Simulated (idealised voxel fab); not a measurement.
Process module name: voxel self aligned contacts
The cross-section shown here is cut; it is 170 nm wide and divided into square cells measuring 5 nm on a side.
Reading order for cross-sections: top band down to bottom band. Underlying form: a grid of square cells. Band size: one or more rows of cells. For a band, the entry starts with two heights in nm, that of the top and then that of the bottom, and carries on with the band's materials in order from left to right, each alongside its width in nm; the word "edge to edge" beside a single material means it fills the band edge to edge, and "blank" means empty space. Ref level 0: as-received wafer is one material below here. Bottom band extends down with no lower bound ("from 0 down"). The width entry "30..40" should be interpreted row by row: the top row of cells in the band takes the first number, the bottom row takes the second number, and the change between adjacent rows is uniform throughout. A step reported as "no alteration" is a step in which no cell of the cross-section changed. Any empty space of 8 cells or more lacking an open way to the top shows up in "Closed internal cavities" as width x height at distance, distance from the left edge, in nm. Whatever follows a step's settings on its line is a remark the simulator itself makes about that step. When a step includes a mask, the "overlay nm" setting on its line states how far to the right of its planned place that mask lay, and negative values state how far to the left.

Process steps (planned)
1: RECEIVE | material Si
2: CONFORMAL_DEP | material SiO2 | thk nm 5
3: DIRECTIONAL_DEP | material polySi | thk nm 30
4: DIRECTIONAL_DEP | material SiN | thk nm 20
5: DIRECTIONAL_DEP | material aC | thk nm 10
6: PATTERN | tone cover | mask id GATE | material resist | width nm 30 | pitch nm 60 | thk nm 25 | overlay nm 0
7: DIRECTIONAL_ETCH | etch materials aC | depth nm 10
8: STRIP | etch materials resist
9: DIRECTIONAL_ETCH | etch materials SiN | depth nm 20
10: DIRECTIONAL_ETCH | etch materials polySi | depth nm 30
11: STRIP | etch materials aC
12: CONFORMAL_DEP | material SiN | thk nm 5
13: DIRECTIONAL_ETCH | etch materials SiN | depth nm 5
14: FILL_DEP | material SiO2 | thk nm 10
15: CMP | height nm 60
16: PATTERN | tone open | mask id CONTACT | material resist | width nm 40 | thk nm 15 | overlay nm 0
17: DIRECTIONAL_ETCH | etch materials SiO2 | depth nm 60
18: STRIP | etch materials resist
19: CONFORMAL_DEP | material TiN | thk nm 5
20: FILL_DEP | material W | thk nm 5
21: CMP | height nm 60
22: CONFORMAL_DEP | material SiN | thk nm 5

Cross-section of the wafer as it came to us, i.e., already through step 1
from 0 down | Si edge to edge
Closed internal cavities: none

First of two wafers at the end of the module, shown in cross-section; run carried out as planned
from 65 to 60 | SiN edge to edge
from 60 to 55 | 65 nm SiO2; 15 nm TiN; 10 nm W; 15 nm TiN; 65 nm SiO2
from 55 to 35 | 35 nm SiO2; 40 nm SiN; 5 nm TiN; 10 nm W; 5 nm TiN; 40 nm SiN; 35 nm SiO2
from 35 to 5 | 35 nm SiO2; 5 nm SiN; 30 nm polySi; 5 nm SiN; 5 nm TiN; 10 nm W; 5 nm TiN; 5 nm SiN; 30 nm polySi; 5 nm SiN; 35 nm SiO2
from 5 to 0 | 75 nm SiO2; 20 nm TiN; 75 nm SiO2
from 0 down | Si edge to edge
Closed internal cavities: none

Cross-section at end of module for the second wafer of two, which matched the first in starting point and plan and differed by one mistake in its processing
from 65 to 60 | SiN edge to edge
from 60 to 40 | 35 nm SiO2; 5 nm SiN; 30 nm polySi; 5 nm SiN; 5 nm TiN; 10 nm W; 5 nm TiN; 5 nm SiN; 30 nm polySi; 5 nm SiN; 35 nm SiO2
from 40 to 35 | 35 nm SiO2; 5 nm SiN; 30 nm polySi; 5 nm SiN; 20 nm TiN; 5 nm SiN; 30 nm polySi; 5 nm SiN; 35 nm SiO2
from 35 to 5 | polySi edge to edge
from 5 to 0 | SiO2 edge to edge
from 0 down | Si edge to edge
Closed internal cavities: none
Against the plan, the run slipped here: the plan had its step 3 run twice
In the final state, the cell counts of the second wafer exceed or fall short of those of the first for the following materials: -68 SiN | -92 SiO2 | -18 TiN | -14 W | +192 polySi
